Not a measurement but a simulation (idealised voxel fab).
process module | voxel ribs on slabs
cross-section cut | 270 nm wide | cells 5 nm
A cross-section is a grid of square cells, given in bands from the top down. A band is one or more rows of cells.
Each band's line starts with the height of the band's top and of its bottom, in nm. Then come its materials from left to right, each with its width in nm. One material with "throughout" fills the band from edge to edge. "air" is empty space.
Height 0 is the level under which the wafer as received is all one material. The lowest band goes on downwards, as in "0 down".
A width such as "30 to 40" changes by the same amount from each row of cells to the next, from the band's top row to its bottom row.
"no change" after a step means that no cell of the cross-section changed.
closed voids: empty space of 8 cells or more with no open way to the top, each as width x height at its distance from the left edge, in nm
after a step's settings: what the simulator itself notes on the step
overlay nm, on a step with a mask: how far to the right of its planned place the mask lay; to the left if negative
plan
1 op RECEIVE | material Si
2 op DIRECTIONAL_DEP | material SiO2 | thk nm 30
3 op DIRECTIONAL_DEP | material polySi | thk nm 15
4 op MASKED_ETCH | tone cover | mask id RIB | width nm 30 | etch materials polySi | depth nm 10 | overlay nm 0
5 op MASKED_ETCH | tone cover | mask id SLAB | width nm 60 | etch materials polySi | depth nm 5 | overlay nm 0
6 op FILL_DEP | material SiO2 | thk nm 25
7 op CMP | height nm 60
8 op DIRECTIONAL_DEP | material W | thk nm 10
9 op PATTERN | tone cover | mask id HEATER | material resist | width nm 40 | thk nm 20 | overlay nm 0
10 op DIRECTIONAL_ETCH | etch materials W | depth nm 10
11 op STRIP | etch materials resist
12 op CONFORMAL_DEP | material SiN | thk nm 5
first wafer, as planned
as received, after step 1
  0 down: Si throughout
  closed voids: none
after step 2
  30 to 0: SiO2 throughout
  below 0: unchanged
after step 3
  45 to 30: polySi throughout
  below 30: unchanged
after step 4
  45 to 35: air 120 | polySi 30 | air 120
  below 35: unchanged
after step 5
  45 to 35: air 120 | polySi 30 | air 120
  35 to 30: air 105 | polySi 60 | air 105
  below 30: unchanged
after step 6
  70 to 45: SiO2 throughout
  45 to 35: SiO2 120 | polySi 30 | SiO2 120
  35 to 30: SiO2 105 | polySi 60 | SiO2 105
  below 30: unchanged
after step 7
  60 to 45: SiO2 throughout
  below 45: unchanged
after step 8
  70 to 60: W throughout
  below 60: unchanged
after step 9
  90 to 70: air 115 | resist 40 | air 115
  below 70: unchanged
after step 10
  90 to 70: air 115 | resist 40 | air 115
  70 to 60: air 115 | W 40 | air 115
  below 60: unchanged
after step 11
  70 to 60: air 115 | W 40 | air 115
  below 60: unchanged
after step 12
  75 to 70: air 110 | SiN 50 | air 110
  70 to 65: air 110 | SiN 5 | W 40 | SiN 5 | air 110
  65 to 60: SiN 115 | W 40 | SiN 115
  below 60: unchanged
second wafer: like start, like plan, one mistake. Through step 1 it matches the first wafer
when step 2 should have ended
  15 to 0: polySi throughout
  below 0: unchanged
when step 3 should have ended
  45 to 15: SiO2 throughout
  below 15: unchanged
when step 4 should have ended: no change
when step 5 should have ended: no change
when step 6 should have ended
  70 to 15: SiO2 throughout
  below 15: unchanged
when step 7 should have ended
  60 to 15: SiO2 throughout
  below 15: unchanged
when step 8 should have ended
  70 to 60: W throughout
  below 60: unchanged
when step 9 should have ended
  90 to 70: air 115 | resist 40 | air 115
  below 70: unchanged
when step 10 should have ended
  90 to 70: air 115 | resist 40 | air 115
  70 to 60: air 115 | W 40 | air 115
  below 60: unchanged
when step 11 should have ended
  70 to 60: air 115 | W 40 | air 115
  below 60: unchanged
when step 12 should have ended
  75 to 70: air 110 | SiN 50 | air 110
  70 to 65: air 110 | SiN 5 | W 40 | SiN 5 | air 110
  65 to 60: SiN 115 | W 40 | SiN 115
  below 60: unchanged
what went wrong: steps 2 and 3 were swapped
at the end the second wafer has, in cells: 138 fewer of SiO2 | 138 more of polySi
